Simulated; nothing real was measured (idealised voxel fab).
Name of the process module below: voxel wiring stack
Square cells of 5 nm make up the cross-section cut, whose width is 215 nm.
Cross-section spec: square-cell grid; bands listed top down; each band is one or more rows.
Top height, bottom height, nm. Materials left to right, width each, nm. Single material + "everywhere" = fills band edge to edge. "air" = empty.
Heights are expressed relative to 0, this being the level below which the as-received wafer comprises one material exclusively. The lowest band is unbounded in the downward direction and is denoted as in "0 and below".
With a width like "30->40", each row of cells in the band differs from the next by the same amount, the top row carrying the first number and the bottom row the second.
"nothing was modified" after a step means that no cell of the cross-section changed.
"Trapped void list": empty spaces of 8 cells or more with no open way to the top, each given as width x height at distance, distance from the left edge, all in nm.
The remark found on a step's line after its settings is issued by the simulator itself and pertains to that step.
overlay nm, on a step with a mask: how far to the right of its planned place the mask lay; to the left if negative
Planned process steps
1: RECEIVE [material Si]
2: CONFORMAL_DEP [material SiO2] [thk nm 15]
3: DIRECTIONAL_DEP [material TiN] [thk nm 5]
4: DIRECTIONAL_DEP [material Ru] [thk nm 20]
5: PATTERN [tone cover] [mask id METAL_1] [material resist] [width nm 20] [pitch nm 45] [thk nm 15] [overlay nm 0]
6: DIRECTIONAL_ETCH [etch materials Ru] [depth nm 20]
7: DIRECTIONAL_ETCH [etch materials TiN] [depth nm 5]
8: STRIP [etch materials resist]
9: FILL_DEP [material lowk] [thk nm 5]
10: CMP [height nm 40]
11: CONFORMAL_DEP [material SiCN] [thk nm 5]
12: DIRECTIONAL_DEP [material SiO2] [thk nm 35]
13: PATTERN [tone open] [mask id METAL_2] [material resist] [width nm 20] [pitch nm 45] [thk nm 20] [overlay nm 0]
14: DIRECTIONAL_ETCH [etch materials SiO2] [depth nm 20]
15: STRIP [etch materials resist]
16: DIRECTIONAL_DEP [material aC] [thk nm 15]
17: PATTERN [tone open] [mask id METAL_2_HOLES] [material resist] [width nm 15] [pitch nm 90] [thk nm 35] [overlay nm 0]
18: DIRECTIONAL_ETCH [etch materials aC] [depth nm 15]
19: STRIP [etch materials resist]
20: DIRECTIONAL_ETCH [etch materials SiO2] [depth nm 15]
21: DIRECTIONAL_ETCH [etch materials SiCN] [depth nm 5]
22: STRIP [etch materials aC]
23: CONFORMAL_DEP [material TiN] [thk nm 5]
24: FILL_DEP [material Cu] [thk nm 5]
25: CMP [height nm 80]
26: CONFORMAL_DEP [material SiN] [thk nm 5]
Cross-section of the incoming wafer, state after step 1
  0 and below = Si everywhere
  Trapped void list: none
End-of-module cross-section of the first of two wafers, processed as planned
  85 down to 80 = SiN everywhere
  80 down to 65 = SiO2: 30, TiN: 5, Cu: 10, TiN: 5, SiO2: 25, TiN: 5, Cu: 10, TiN: 5, SiO2: 25, TiN: 5, Cu: 10, TiN: 5, SiO2: 25, TiN: 5, Cu: 10, TiN: 5, SiO2: 30
  65 down to 60 = SiO2: 30, TiN: 5, Cu: 5, TiN: 10, SiO2: 25, TiN: 20, SiO2: 25, TiN: 5, Cu: 5, TiN: 10, SiO2: 25, TiN: 20, SiO2: 30
  60 down to 45 = SiO2: 30, TiN: 5, Cu: 5, TiN: 5, SiO2: 75, TiN: 5, Cu: 5, TiN: 5, SiO2: 80
  45 down to 40 = SiCN: 30, TiN: 15, SiCN: 75, TiN: 15, SiCN: 80
  40 down to 20 = lowk: 30, Ru: 20, lowk: 25, Ru: 20, lowk: 25, Ru: 20, lowk: 25, Ru: 20, lowk: 30
  20 down to 15 = lowk: 30, TiN: 20, lowk: 25, TiN: 20, lowk: 25, TiN: 20, lowk: 25, TiN: 20, lowk: 30
  15 down to 0 = SiO2 everywhere
  0 and below = Si everywhere
  Trapped void list: none
Second wafer cross-section at end of module - shared start and plan with the first, one mistake in the run
  85 down to 80 = SiN everywhere
  80 down to 45 = SiO2 everywhere
  45 down to 40 = SiCN everywhere
  40 down to 20 = lowk: 30, Ru: 20, lowk: 25, Ru: 20, lowk: 25, Ru: 20, lowk: 25, Ru: 20, lowk: 30
  20 down to 15 = lowk: 30, TiN: 20, lowk: 25, TiN: 20, lowk: 25, TiN: 20, lowk: 25, TiN: 20, lowk: 30
  15 down to 0 = SiO2 everywhere
  0 and below = Si everywhere
  Trapped void list: none
Deviation noted in wafer processing: step 12 of the plan saw execution twice
Final comparison by cell count, materials where the second wafer has more or fewer than the first: -32 Cu, +6 SiCN, +82 SiO2, -56 TiN
